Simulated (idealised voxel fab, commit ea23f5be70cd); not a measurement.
Documented hereafter: the process module known as voxel transistor to metal.
FYI the section here is cut, 155 nm wide, cells are 5 nm squares.
Bands, listed from the top down, are how a cross-section gets written in this document; the cross-section itself is a grid of square cells, and a band is one or more rows of them.
Each band's line starts with the height of the band's top and of its bottom, in nm. Then come its materials from left to right, each with its width in nm. One material with "throughout" fills the band from edge to edge. "blank" is empty space.
Height is counted from the level 0, under which the received wafer is composed throughout of one material. The lowest of the bands is not closed at the bottom but continues downward, in the notation "0 nm and below".
Width "30->40": first value at the band's top row of cells, second value at its bottom row, equal change from row to row.
The designation "remained unchanged", where it is given for a processing step, indicates that no cell of the cross-section was altered in the course of that step.
The entry "Fully enclosed voids" lists the empty spaces that cover at least 8 cells and have no open path to the top. Each is written as width x height at distance, where the distance is measured from the left edge and all three values are in nm.
That trailing text on a step's line, after the settings, is the simulator's own remark on the step.
overlay nm: mask right of planned place by this much (step with mask). Neg. = left.
Below is the list of planned process steps:
1) RECEIVE (material Si)
2) OXIDIZE (depth nm 5)
3) CONFORMAL_DEP (material SiN; thk nm 15)
4) MASKED_ETCH (tone cover; mask id ACTIVE; width nm 115; etch materials SiN; depth nm 15; overlay nm 0)
5) MASKED_ETCH (tone cover; mask id ACTIVE; width nm 115; etch materials SiO2; depth nm 5; overlay nm 0)
6) MASKED_ETCH (tone cover; mask id ACTIVE; width nm 115; etch materials Si; depth nm 25; overlay nm 0)
7) FILL_DEP (material SiO2; thk nm 15)
8) CMP (height nm 15)
9) SELECTIVE_ETCH (etch materials SiO2; depth nm 10)
10) STRIP (etch materials SiN)
11) SELECTIVE_ETCH (etch materials SiO2; depth nm 5)
12) OXIDIZE (depth nm 5)
13) DIRECTIONAL_DEP (material polySi; thk nm 30)
14) DIRECTIONAL_DEP (material SiCN; thk nm 10)
15) MASKED_ETCH (tone cover; mask id GATE; width nm 25; etch materials SiCN; depth nm 20; overlay nm 0)
16) MASKED_ETCH (tone cover; mask id GATE; width nm 25; etch materials polySi; depth nm 40; overlay nm 0)
17) CONFORMAL_DEP (material SiN; thk nm 5)
18) DIRECTIONAL_ETCH (etch materials SiN; depth nm 5)
19) DIRECTIONAL_ETCH (etch materials SiO2; depth nm 5)
20) DIRECTIONAL_ETCH (etch materials Si; depth nm 5)
21) EPI (material pSi; thk nm 5)
22) FILL_DEP (material SiO2; thk nm 5)
23) CMP (height nm 35)
24) DIRECTIONAL_DEP (material SiO2; thk nm 10)
25) DIRECTIONAL_DEP (material aC; thk nm 10)
26) PATTERN (tone open; mask id CONTACT; material resist; width nm 20; pitch nm 85; thk nm 25; overlay nm 0)
27) DIRECTIONAL_ETCH (etch materials aC; depth nm 10)
28) STRIP (etch materials resist)
29) DIRECTIONAL_ETCH (etch materials SiO2; depth nm 55)
30) STRIP (etch materials aC)
31) CONFORMAL_DEP (material TiN; thk nm 5)
32) FILL_DEP (material W; thk nm 5)
33) CMP (height nm 45)
34) DIRECTIONAL_DEP (material TiN; thk nm 5)
35) DIRECTIONAL_DEP (material Ru; thk nm 25)
36) PATTERN (tone cover; mask id METAL_1; material resist; width nm 20; pitch nm 85; thk nm 15; overlay nm 0)
37) DIRECTIONAL_ETCH (etch materials Ru; depth nm 25)
38) DIRECTIONAL_ETCH (etch materials TiN; depth nm 5)
39) STRIP (etch materials resist)
40) FILL_DEP (material lowk; thk nm 10)
41) CMP (height nm 75)
42) CONFORMAL_DEP (material SiCN; thk nm 5)
43) DIRECTIONAL_DEP (material SiO2; thk nm 25)
44) MASKED_ETCH (tone open; mask id METAL_2; width nm 20; pitch nm 85; etch materials SiO2; depth nm 15; overlay nm 0)
45) PATTERN (tone open; mask id METAL_2_HOLES; material resist; width nm 15; pitch nm 85; thk nm 15; overlay nm 0)
46) DIRECTIONAL_ETCH (etch materials SiO2; depth nm 10)
47) DIRECTIONAL_ETCH (etch materials SiCN; depth nm 5)
48) STRIP (etch materials resist)
49) CONFORMAL_DEP (material TiN; thk nm 5)
50) FILL_DEP (material Cu; thk nm 5)
51) CMP (height nm 105)
52) CONFORMAL_DEP (material SiCN; thk nm 5)
Wafer, first of two, run as planned:
Wafer at receipt (post step 1), cross-section:
0 nm and below  Si throughout
Fully enclosed voids: none
Wafer xsec, post step 2:
0 nm to -5 nm  SiO2 throughout
Anything lower than -5 is untouched.
Wafer xsec, post step 3:
15 nm to 0 nm  SiN throughout
Anything lower than 0 is untouched.
Wafer xsec, post step 4:
15 nm to 0 nm  20 blank  115 SiN  20 blank
Anything lower than 0 is untouched.
Wafer xsec, post step 5:
15 nm to 0 nm  20 blank  115 SiN  20 blank
0 nm to -5 nm  20 blank  115 SiO2  20 blank
Anything lower than -5 is untouched.
Wafer xsec, post step 6:
15 nm to 0 nm  20 blank  115 SiN  20 blank
0 nm to -5 nm  20 blank  115 SiO2  20 blank
-5 nm to -30 nm  20 blank  115 Si  20 blank
Anything lower than -30 is untouched.
Wafer xsec, post step 7:
30 nm to 15 nm  SiO2 throughout
15 nm to 0 nm  20 SiO2  115 SiN  20 SiO2
0 nm to -5 nm  SiO2 throughout
-5 nm to -30 nm  20 SiO2  115 Si  20 SiO2
Anything lower than -30 is untouched.
Wafer xsec, post step 8:
15 nm to 0 nm  20 SiO2  115 SiN  20 SiO2
Anything lower than 0 is untouched.
Wafer xsec, post step 9:
15 nm to 5 nm  20 blank  115 SiN  20 blank
Anything lower than 5 is untouched.
Wafer xsec, post step 10:
5 nm to 0 nm  20 SiO2  115 blank  20 SiO2
Anything lower than 0 is untouched.
Wafer xsec, post step 11:
0 nm to -5 nm  15 SiO2  125 blank  15 SiO2
Anything lower than -5 is untouched.
Wafer xsec, post step 12:
0 nm to -5 nm  15 SiO2  125 blank  15 SiO2
-5 nm to -10 nm  SiO2 throughout
Anything lower than -10 is untouched.
Wafer xsec, post step 13:
30 nm to 25 nm  15 polySi  125 blank  15 polySi
25 nm to 0 nm  polySi throughout
0 nm to -5 nm  15 SiO2  125 polySi  15 SiO2
Anything lower than -5 is untouched.
Wafer xsec, post step 14:
40 nm to 35 nm  15 SiCN  125 blank  15 SiCN
35 nm to 30 nm  SiCN throughout
30 nm to 25 nm  15 polySi  125 SiCN  15 polySi
Anything lower than 25 is untouched.
Wafer xsec, post step 15:
35 nm to 30 nm  65 blank  25 SiCN  65 blank
30 nm to 25 nm  15 polySi  50 blank  25 SiCN  50 blank  15 polySi
Anything lower than 25 is untouched.
Wafer xsec, post step 16:
35 nm to 25 nm  65 blank  25 SiCN  65 blank
25 nm to 0 nm  65 blank  25 polySi  65 blank
0 nm to -5 nm  15 SiO2  50 blank  25 polySi  50 blank  15 SiO2
Anything lower than -5 is untouched.
Wafer xsec, post step 17:
40 nm to 35 nm  60 blank  35 SiN  60 blank
35 nm to 25 nm  60 blank  5 SiN  25 SiCN  5 SiN  60 blank
25 nm to 5 nm  60 blank  5 SiN  25 polySi  5 SiN  60 blank
5 nm to 0 nm  20 SiN  40 blank  5 SiN  25 polySi  5 SiN  40 blank  20 SiN
0 nm to -5 nm  15 SiO2  50 SiN  25 polySi  50 SiN  15 SiO2
Anything lower than -5 is untouched.
Wafer xsec, post step 18:
35 nm to 25 nm  60 blank  5 SiN  25 SiCN  5 SiN  60 blank
25 nm to 0 nm  60 blank  5 SiN  25 polySi  5 SiN  60 blank
0 nm to -5 nm  15 SiO2  5 SiN  40 blank  5 SiN  25 polySi  5 SiN  40 blank  5 SiN  15 SiO2
Anything lower than -5 is untouched.
Wafer xsec, post step 19:
35 nm to 25 nm  60 blank  5 SiN  25 SiCN  5 SiN  60 blank
25 nm to 0 nm  60 blank  5 SiN  25 polySi  5 SiN  60 blank
0 nm to -5 nm  15 blank  5 SiN  40 blank  5 SiN  25 polySi  5 SiN  40 blank  5 SiN  15 blank
-5 nm to -10 nm  20 SiO2  40 blank  35 SiO2  40 blank  20 SiO2
Anything lower than -10 is untouched.
Wafer xsec, post step 20:
35 nm to 25 nm  60 blank  5 SiN  25 SiCN  5 SiN  60 blank
25 nm to 0 nm  60 blank  5 SiN  25 polySi  5 SiN  60 blank
0 nm to -5 nm  15 blank  5 SiN  40 blank  5 SiN  25 polySi  5 SiN  40 blank  5 SiN  15 blank
-5 nm to -10 nm  20 SiO2  40 blank  35 SiO2  40 blank  20 SiO2
-10 nm to -15 nm  20 SiO2  40 blank  35 Si  40 blank  20 SiO2
Anything lower than -15 is untouched.
Wafer xsec, post step 21:
35 nm to 25 nm  60 blank  5 SiN  25 SiCN  5 SiN  60 blank
25 nm to 0 nm  60 blank  5 SiN  25 polySi  5 SiN  60 blank
0 nm to -5 nm  15 blank  5 SiN  40 blank  5 SiN  25 polySi  5 SiN  40 blank  5 SiN  15 blank
-5 nm to -10 nm  20 SiO2  35 blank  5 pSi  35 SiO2  5 pSi  35 blank  20 SiO2
-10 nm to -15 nm  20 SiO2  40 pSi  35 Si  40 pSi  20 SiO2
Anything lower than -15 is untouched.
Wafer xsec, post step 22:
40 nm to 35 nm  SiO2 throughout
35 nm to 25 nm  60 SiO2  5 SiN  25 SiCN  5 SiN  60 SiO2
25 nm to 0 nm  60 SiO2  5 SiN  25 polySi  5 SiN  60 SiO2
0 nm to -5 nm  15 SiO2  5 SiN  40 SiO2  5 SiN  25 polySi  5 SiN  40 SiO2  5 SiN  15 SiO2
-5 nm to -10 nm  55 SiO2  5 pSi  35 SiO2  5 pSi  55 SiO2
Anything lower than -10 is untouched.
Wafer xsec, post step 23:
35 nm to 25 nm  60 SiO2  5 SiN  25 SiCN  5 SiN  60 SiO2
Anything lower than 25 is untouched.
Wafer xsec, post step 24:
45 nm to 35 nm  SiO2 throughout
Anything lower than 35 is untouched.
Wafer xsec, post step 25:
55 nm to 45 nm  aC throughout
Anything lower than 45 is untouched.
Wafer xsec, post step 26:
80 nm to 55 nm  25 resist  20 blank  65 resist  20 blank  25 resist
Anything lower than 55 is untouched.
Wafer xsec, post step 27:
70 nm to 55 nm  25 resist  20 blank  65 resist  20 blank  25 resist
55 nm to 45 nm  25 aC  20 blank  65 aC  20 blank  25 aC
Anything lower than 45 is untouched.
Wafer xsec, post step 28:
55 nm to 45 nm  25 aC  20 blank  65 aC  20 blank  25 aC
Anything lower than 45 is untouched.
Wafer xsec, post step 29:
55 nm to 45 nm  25 aC  20 blank  65 aC  20 blank  25 aC
45 nm to 35 nm  25 SiO2  20 blank  65 SiO2  20 blank  25 SiO2
35 nm to 25 nm  25 SiO2  20 blank  15 SiO2  5 SiN  25 SiCN  5 SiN  15 SiO2  20 blank  25 SiO2
25 nm to 0 nm  25 SiO2  20 blank  15 SiO2  5 SiN  25 polySi  5 SiN  15 SiO2  20 blank  25 SiO2
0 nm to -5 nm  15 SiO2  5 SiN  5 SiO2  20 blank  15 SiO2  5 SiN  25 polySi  5 SiN  15 SiO2  20 blank  5 SiO2  5 SiN  15 SiO2
-5 nm to -10 nm  25 SiO2  20 blank  10 SiO2  5 pSi  35 SiO2  5 pSi  10 SiO2  20 blank  25 SiO2
Anything lower than -10 is untouched.
Wafer xsec, post step 30:
45 nm to 35 nm  25 SiO2  20 blank  65 SiO2  20 blank  25 SiO2
Anything lower than 35 is untouched.
Wafer xsec, post step 31:
50 nm to 45 nm  30 TiN  10 blank  75 TiN  10 blank  30 TiN
45 nm to 35 nm  25 SiO2  5 TiN  10 blank  5 TiN  65 SiO2  5 TiN  10 blank  5 TiN  25 SiO2
35 nm to 25 nm  25 SiO2  5 TiN  10 blank  5 TiN  15 SiO2  5 SiN  25 SiCN  5 SiN  15 SiO2  5 TiN  10 blank  5 TiN  25 SiO2
25 nm to 0 nm  25 SiO2  5 TiN  10 blank  5 TiN  15 SiO2  5 SiN  25 polySi  5 SiN  15 SiO2  5 TiN  10 blank  5 TiN  25 SiO2
0 nm to -5 nm  15 SiO2  5 SiN  5 SiO2  5 TiN  10 blank  5 TiN  15 SiO2  5 SiN  25 polySi  5 SiN  15 SiO2  5 TiN  10 blank  5 TiN  5 SiO2  5 SiN  15 SiO2
-5 nm to -10 nm  25 SiO2  20 TiN  10 SiO2  5 pSi  35 SiO2  5 pSi  10 SiO2  20 TiN  25 SiO2
Anything lower than -10 is untouched.
Wafer xsec, post step 32:
55 nm to 50 nm  W throughout
50 nm to 45 nm  30 TiN  10 W  75 TiN  10 W  30 TiN
45 nm to 35 nm  25 SiO2  5 TiN  10 W  5 TiN  65 SiO2  5 TiN  10 W  5 TiN  25 SiO2
35 nm to 25 nm  25 SiO2  5 TiN  10 W  5 TiN  15 SiO2  5 SiN  25 SiCN  5 SiN  15 SiO2  5 TiN  10 W  5 TiN  25 SiO2
25 nm to 0 nm  25 SiO2  5 TiN  10 W  5 TiN  15 SiO2  5 SiN  25 polySi  5 SiN  15 SiO2  5 TiN  10 W  5 TiN  25 SiO2
0 nm to -5 nm  15 SiO2  5 SiN  5 SiO2  5 TiN  10 W  5 TiN  15 SiO2  5 SiN  25 polySi  5 SiN  15 SiO2  5 TiN  10 W  5 TiN  5 SiO2  5 SiN  15 SiO2
Anything lower than -5 is untouched.
Wafer xsec, post step 33:
45 nm to 35 nm  25 SiO2  5 TiN  10 W  5 TiN  65 SiO2  5 TiN  10 W  5 TiN  25 SiO2
Anything lower than 35 is untouched.
Wafer xsec, post step 34:
50 nm to 45 nm  TiN throughout
Anything lower than 45 is untouched.
Wafer xsec, post step 35:
75 nm to 50 nm  Ru throughout
Anything lower than 50 is untouched.
Wafer xsec, post step 36:
90 nm to 75 nm  25 blank  20 resist  65 blank  20 resist  25 blank
Anything lower than 75 is untouched.
Wafer xsec, post step 37:
90 nm to 75 nm  25 blank  20 resist  65 blank  20 resist  25 blank
75 nm to 50 nm  25 blank  20 Ru  65 blank  20 Ru  25 blank
Anything lower than 50 is untouched.
Wafer xsec, post step 38:
90 nm to 75 nm  25 blank  20 resist  65 blank  20 resist  25 blank
75 nm to 50 nm  25 blank  20 Ru  65 blank  20 Ru  25 blank
50 nm to 45 nm  25 blank  20 TiN  65 blank  20 TiN  25 blank
Anything lower than 45 is untouched.
Wafer xsec, post step 39:
75 nm to 50 nm  25 blank  20 Ru  65 blank  20 Ru  25 blank
Anything lower than 50 is untouched.
Wafer xsec, post step 40:
85 nm to 75 nm  lowk throughout
75 nm to 50 nm  25 lowk  20 Ru  65 lowk  20 Ru  25 lowk
50 nm to 45 nm  25 lowk  20 TiN  65 lowk  20 TiN  25 lowk
Anything lower than 45 is untouched.
Wafer xsec, post step 41:
75 nm to 50 nm  25 lowk  20 Ru  65 lowk  20 Ru  25 lowk
Anything lower than 50 is untouched.
Wafer xsec, post step 42:
80 nm to 75 nm  SiCN throughout
Anything lower than 75 is untouched.
Wafer xsec, post step 43:
105 nm to 80 nm  SiO2 throughout
Anything lower than 80 is untouched.
Wafer xsec, post step 44:
105 nm to 90 nm  25 SiO2  20 blank  65 SiO2  20 blank  25 SiO2
Anything lower than 90 is untouched.
Wafer xsec, post step 45:
120 nm to 105 nm  25 resist  15 blank  70 resist  15 blank  30 resist
105 nm to 90 nm  25 SiO2  15 blank  5 resist  65 SiO2  15 blank  5 resist  25 SiO2
Anything lower than 90 is untouched.
Wafer xsec, post step 46:
120 nm to 105 nm  25 resist  15 blank  70 resist  15 blank  30 resist
105 nm to 90 nm  25 SiO2  15 blank  5 resist  65 SiO2  15 blank  5 resist  25 SiO2
90 nm to 80 nm  25 SiO2  15 blank  70 SiO2  15 blank  30 SiO2
Anything lower than 80 is untouched.
Wafer xsec, post step 47:
120 nm to 105 nm  25 resist  15 blank  70 resist  15 blank  30 resist
105 nm to 90 nm  25 SiO2  15 blank  5 resist  65 SiO2  15 blank  5 resist  25 SiO2
90 nm to 80 nm  25 SiO2  15 blank  70 SiO2  15 blank  30 SiO2
80 nm to 75 nm  25 SiCN  15 blank  70 SiCN  15 blank  30 SiCN
Anything lower than 75 is untouched.
Wafer xsec, post step 48:
105 nm to 90 nm  25 SiO2  20 blank  65 SiO2  20 blank  25 SiO2
Anything lower than 90 is untouched.
Wafer xsec, post step 49:
110 nm to 105 nm  30 TiN  10 blank  75 TiN  10 blank  30 TiN
105 nm to 95 nm  25 SiO2  5 TiN  10 blank  5 TiN  65 SiO2  5 TiN  10 blank  5 TiN  25 SiO2
95 nm to 90 nm  25 SiO2  5 TiN  5 blank  10 TiN  65 SiO2  5 TiN  5 blank  10 TiN  25 SiO2
90 nm to 80 nm  25 SiO2  5 TiN  5 blank  5 TiN  70 SiO2  5 TiN  5 blank  5 TiN  30 SiO2
80 nm to 75 nm  25 SiCN  15 TiN  70 SiCN  15 TiN  30 SiCN
Anything lower than 75 is untouched.
Wafer xsec, post step 50:
115 nm to 110 nm  Cu throughout
110 nm to 105 nm  30 TiN  10 Cu  75 TiN  10 Cu  30 TiN
105 nm to 95 nm  25 SiO2  5 TiN  10 Cu  5 TiN  65 SiO2  5 TiN  10 Cu  5 TiN  25 SiO2
95 nm to 90 nm  25 SiO2  5 TiN  5 Cu  10 TiN  65 SiO2  5 TiN  5 Cu  10 TiN  25 SiO2
90 nm to 80 nm  25 SiO2  5 TiN  5 Cu  5 TiN  70 SiO2  5 TiN  5 Cu  5 TiN  30 SiO2
Anything lower than 80 is untouched.
Wafer xsec, post step 51:
105 nm to 95 nm  25 SiO2  5 TiN  10 Cu  5 TiN  65 SiO2  5 TiN  10 Cu  5 TiN  25 SiO2
Anything lower than 95 is untouched.
Wafer xsec, post step 52:
110 nm to 105 nm  SiCN throughout
Anything lower than 105 is untouched.
Second Wafer (Identical Start and Plan, One Processing Error; Matches First Wafer Through Step 7):
Second wafer cross-section, taken as of the time the plan sets for step 8 to be done: remained unchanged
Second wafer cross-section, taken as of the time the plan sets for step 9 to be done:
20 nm to 15 nm  SiO2 throughout
Anything lower than 15 is untouched.
Second wafer cross-section, taken as of the time the plan sets for step 10 to be done: remained unchanged
Second wafer cross-section, taken as of the time the plan sets for step 11 to be done:
15 nm to 0 nm  20 SiO2  115 SiN  20 SiO2
Anything lower than 0 is untouched.
Second wafer cross-section, taken as of the time the plan sets for step 12 to be done: remained unchanged
Second wafer cross-section, taken as of the time the plan sets for step 13 to be done:
45 nm to 15 nm  polySi throughout
Anything lower than 15 is untouched.
Second wafer cross-section, taken as of the time the plan sets for step 14 to be done:
55 nm to 45 nm  SiCN throughout
Anything lower than 45 is untouched.
Second wafer cross-section, taken as of the time the plan sets for step 15 to be done:
55 nm to 45 nm  65 blank  25 SiCN  65 blank
Anything lower than 45 is untouched.
Second wafer cross-section, taken as of the time the plan sets for step 16 to be done:
55 nm to 45 nm  65 blank  25 SiCN  65 blank
45 nm to 15 nm  65 blank  25 polySi  65 blank
Anything lower than 15 is untouched.
Second wafer cross-section, taken as of the time the plan sets for step 17 to be done:
60 nm to 55 nm  60 blank  35 SiN  60 blank
55 nm to 45 nm  60 blank  5 SiN  25 SiCN  5 SiN  60 blank
45 nm to 20 nm  60 blank  5 SiN  25 polySi  5 SiN  60 blank
20 nm to 15 nm  65 SiN  25 polySi  65 SiN
Anything lower than 15 is untouched.
Second wafer cross-section, taken as of the time the plan sets for step 18 to be done:
55 nm to 45 nm  60 blank  5 SiN  25 SiCN  5 SiN  60 blank
45 nm to 15 nm  60 blank  5 SiN  25 polySi  5 SiN  60 blank
Anything lower than 15 is untouched.
Second wafer cross-section, taken as of the time the plan sets for step 19 to be done:
55 nm to 45 nm  60 blank  5 SiN  25 SiCN  5 SiN  60 blank
45 nm to 15 nm  60 blank  5 SiN  25 polySi  5 SiN  60 blank
15 nm to 10 nm  20 blank  115 SiN  20 blank
Anything lower than 10 is untouched.
Second wafer cross-section, taken as of the time the plan sets for step 20 to be done: remained unchanged
Second wafer cross-section, taken as of the time the plan sets for step 21 to be done: remained unchanged
Second wafer cross-section, taken as of the time the plan sets for step 22 to be done:
60 nm to 55 nm  SiO2 throughout
55 nm to 45 nm  60 SiO2  5 SiN  25 SiCN  5 SiN  60 SiO2
45 nm to 15 nm  60 SiO2  5 SiN  25 polySi  5 SiN  60 SiO2
15 nm to 0 nm  20 SiO2  115 SiN  20 SiO2
Anything lower than 0 is untouched.
Second wafer cross-section, taken as of the time the plan sets for step 23 to be done:
35 nm to 15 nm  60 SiO2  5 SiN  25 polySi  5 SiN  60 SiO2
Anything lower than 15 is untouched.
Second wafer cross-section, taken as of the time the plan sets for step 24 to be done:
45 nm to 35 nm  SiO2 throughout
Anything lower than 35 is untouched.
Second wafer cross-section, taken as of the time the plan sets for step 25 to be done:
55 nm to 45 nm  aC throughout
Anything lower than 45 is untouched.
Second wafer cross-section, taken as of the time the plan sets for step 26 to be done:
80 nm to 55 nm  25 resist  20 blank  65 resist  20 blank  25 resist
Anything lower than 55 is untouched.
Second wafer cross-section, taken as of the time the plan sets for step 27 to be done:
70 nm to 55 nm  25 resist  20 blank  65 resist  20 blank  25 resist
55 nm to 45 nm  25 aC  20 blank  65 aC  20 blank  25 aC
Anything lower than 45 is untouched.
Second wafer cross-section, taken as of the time the plan sets for step 28 to be done:
55 nm to 45 nm  25 aC  20 blank  65 aC  20 blank  25 aC
Anything lower than 45 is untouched.
Second wafer cross-section, taken as of the time the plan sets for step 29 to be done:
55 nm to 45 nm  25 aC  20 blank  65 aC  20 blank  25 aC
45 nm to 35 nm  25 SiO2  20 blank  65 SiO2  20 blank  25 SiO2
35 nm to 15 nm  25 SiO2  20 blank  15 SiO2  5 SiN  25 polySi  5 SiN  15 SiO2  20 blank  25 SiO2
Anything lower than 15 is untouched.
Second wafer cross-section, taken as of the time the plan sets for step 30 to be done:
45 nm to 35 nm  25 SiO2  20 blank  65 SiO2  20 blank  25 SiO2
Anything lower than 35 is untouched.
Second wafer cross-section, taken as of the time the plan sets for step 31 to be done:
50 nm to 45 nm  30 TiN  10 blank  75 TiN  10 blank  30 TiN
45 nm to 35 nm  25 SiO2  5 TiN  10 blank  5 TiN  65 SiO2  5 TiN  10 blank  5 TiN  25 SiO2
35 nm to 20 nm  25 SiO2  5 TiN  10 blank  5 TiN  15 SiO2  5 SiN  25 polySi  5 SiN  15 SiO2  5 TiN  10 blank  5 TiN  25 SiO2
20 nm to 15 nm  25 SiO2  20 TiN  15 SiO2  5 SiN  25 polySi  5 SiN  15 SiO2  20 TiN  25 SiO2
Anything lower than 15 is untouched.
Second wafer cross-section, taken as of the time the plan sets for step 32 to be done:
55 nm to 50 nm  W throughout
50 nm to 45 nm  30 TiN  10 W  75 TiN  10 W  30 TiN
45 nm to 35 nm  25 SiO2  5 TiN  10 W  5 TiN  65 SiO2  5 TiN  10 W  5 TiN  25 SiO2
35 nm to 20 nm  25 SiO2  5 TiN  10 W  5 TiN  15 SiO2  5 SiN  25 polySi  5 SiN  15 SiO2  5 TiN  10 W  5 TiN  25 SiO2
Anything lower than 20 is untouched.
Second wafer cross-section, taken as of the time the plan sets for step 33 to be done:
45 nm to 35 nm  25 SiO2  5 TiN  10 W  5 TiN  65 SiO2  5 TiN  10 W  5 TiN  25 SiO2
Anything lower than 35 is untouched.
Second wafer cross-section, taken as of the time the plan sets for step 34 to be done:
50 nm to 45 nm  TiN throughout
Anything lower than 45 is untouched.
Second wafer cross-section, taken as of the time the plan sets for step 35 to be done:
75 nm to 50 nm  Ru throughout
Anything lower than 50 is untouched.
Second wafer cross-section, taken as of the time the plan sets for step 36 to be done:
90 nm to 75 nm  25 blank  20 resist  65 blank  20 resist  25 blank
Anything lower than 75 is untouched.
Second wafer cross-section, taken as of the time the plan sets for step 37 to be done:
90 nm to 75 nm  25 blank  20 resist  65 blank  20 resist  25 blank
75 nm to 50 nm  25 blank  20 Ru  65 blank  20 Ru  25 blank
Anything lower than 50 is untouched.
Second wafer cross-section, taken as of the time the plan sets for step 38 to be done:
90 nm to 75 nm  25 blank  20 resist  65 blank  20 resist  25 blank
75 nm to 50 nm  25 blank  20 Ru  65 blank  20 Ru  25 blank
50 nm to 45 nm  25 blank  20 TiN  65 blank  20 TiN  25 blank
Anything lower than 45 is untouched.
Second wafer cross-section, taken as of the time the plan sets for step 39 to be done:
75 nm to 50 nm  25 blank  20 Ru  65 blank  20 Ru  25 blank
Anything lower than 50 is untouched.
Second wafer cross-section, taken as of the time the plan sets for step 40 to be done:
85 nm to 75 nm  lowk throughout
75 nm to 50 nm  25 lowk  20 Ru  65 lowk  20 Ru  25 lowk
50 nm to 45 nm  25 lowk  20 TiN  65 lowk  20 TiN  25 lowk
Anything lower than 45 is untouched.
Second wafer cross-section, taken as of the time the plan sets for step 41 to be done:
75 nm to 50 nm  25 lowk  20 Ru  65 lowk  20 Ru  25 lowk
Anything lower than 50 is untouched.
Second wafer cross-section, taken as of the time the plan sets for step 42 to be done:
80 nm to 75 nm  SiCN throughout
Anything lower than 75 is untouched.
Second wafer cross-section, taken as of the time the plan sets for step 43 to be done:
105 nm to 80 nm  SiO2 throughout
Anything lower than 80 is untouched.
Second wafer cross-section, taken as of the time the plan sets for step 44 to be done:
105 nm to 90 nm  25 SiO2  20 blank  65 SiO2  20 blank  25 SiO2
Anything lower than 90 is untouched.
Second wafer cross-section, taken as of the time the plan sets for step 45 to be done:
120 nm to 105 nm  25 resist  15 blank  70 resist  15 blank  30 resist
105 nm to 90 nm  25 SiO2  15 blank  5 resist  65 SiO2  15 blank  5 resist  25 SiO2
Anything lower than 90 is untouched.
Second wafer cross-section, taken as of the time the plan sets for step 46 to be done:
120 nm to 105 nm  25 resist  15 blank  70 resist  15 blank  30 resist
105 nm to 90 nm  25 SiO2  15 blank  5 resist  65 SiO2  15 blank  5 resist  25 SiO2
90 nm to 80 nm  25 SiO2  15 blank  70 SiO2  15 blank  30 SiO2
Anything lower than 80 is untouched.
Second wafer cross-section, taken as of the time the plan sets for step 47 to be done:
120 nm to 105 nm  25 resist  15 blank  70 resist  15 blank  30 resist
105 nm to 90 nm  25 SiO2  15 blank  5 resist  65 SiO2  15 blank  5 resist  25 SiO2
90 nm to 80 nm  25 SiO2  15 blank  70 SiO2  15 blank  30 SiO2
80 nm to 75 nm  25 SiCN  15 blank  70 SiCN  15 blank  30 SiCN
Anything lower than 75 is untouched.
Second wafer cross-section, taken as of the time the plan sets for step 48 to be done:
105 nm to 90 nm  25 SiO2  20 blank  65 SiO2  20 blank  25 SiO2
Anything lower than 90 is untouched.
Second wafer cross-section, taken as of the time the plan sets for step 49 to be done:
110 nm to 105 nm  30 TiN  10 blank  75 TiN  10 blank  30 TiN
105 nm to 95 nm  25 SiO2  5 TiN  10 blank  5 TiN  65 SiO2  5 TiN  10 blank  5 TiN  25 SiO2
95 nm to 90 nm  25 SiO2  5 TiN  5 blank  10 TiN  65 SiO2  5 TiN  5 blank  10 TiN  25 SiO2
90 nm to 80 nm  25 SiO2  5 TiN  5 blank  5 TiN  70 SiO2  5 TiN  5 blank  5 TiN  30 SiO2
80 nm to 75 nm  25 SiCN  15 TiN  70 SiCN  15 TiN  30 SiCN
Anything lower than 75 is untouched.
Second wafer cross-section, taken as of the time the plan sets for step 50 to be done:
115 nm to 110 nm  Cu throughout
110 nm to 105 nm  30 TiN  10 Cu  75 TiN  10 Cu  30 TiN
105 nm to 95 nm  25 SiO2  5 TiN  10 Cu  5 TiN  65 SiO2  5 TiN  10 Cu  5 TiN  25 SiO2
95 nm to 90 nm  25 SiO2  5 TiN  5 Cu  10 TiN  65 SiO2  5 TiN  5 Cu  10 TiN  25 SiO2
90 nm to 80 nm  25 SiO2  5 TiN  5 Cu  5 TiN  70 SiO2  5 TiN  5 Cu  5 TiN  30 SiO2
Anything lower than 80 is untouched.
Second wafer cross-section, taken as of the time the plan sets for step 51 to be done:
105 nm to 95 nm  25 SiO2  5 TiN  10 Cu  5 TiN  65 SiO2  5 TiN  10 Cu  5 TiN  25 SiO2
Anything lower than 95 is untouched.
Second wafer cross-section, taken as of the time the plan sets for step 52 to be done:
110 nm to 105 nm  SiCN throughout
Anything lower than 105 is untouched.
Processing error: it should be noted that step 8 of the plan was omitted and was not performed
FYI, end of process, the second wafer has more or fewer cells of some materials than the first: Si +39 | SiCN -10 | SiN +59 | SiO2 -20 | TiN -20 | W -20 | pSi -18 | polySi -10
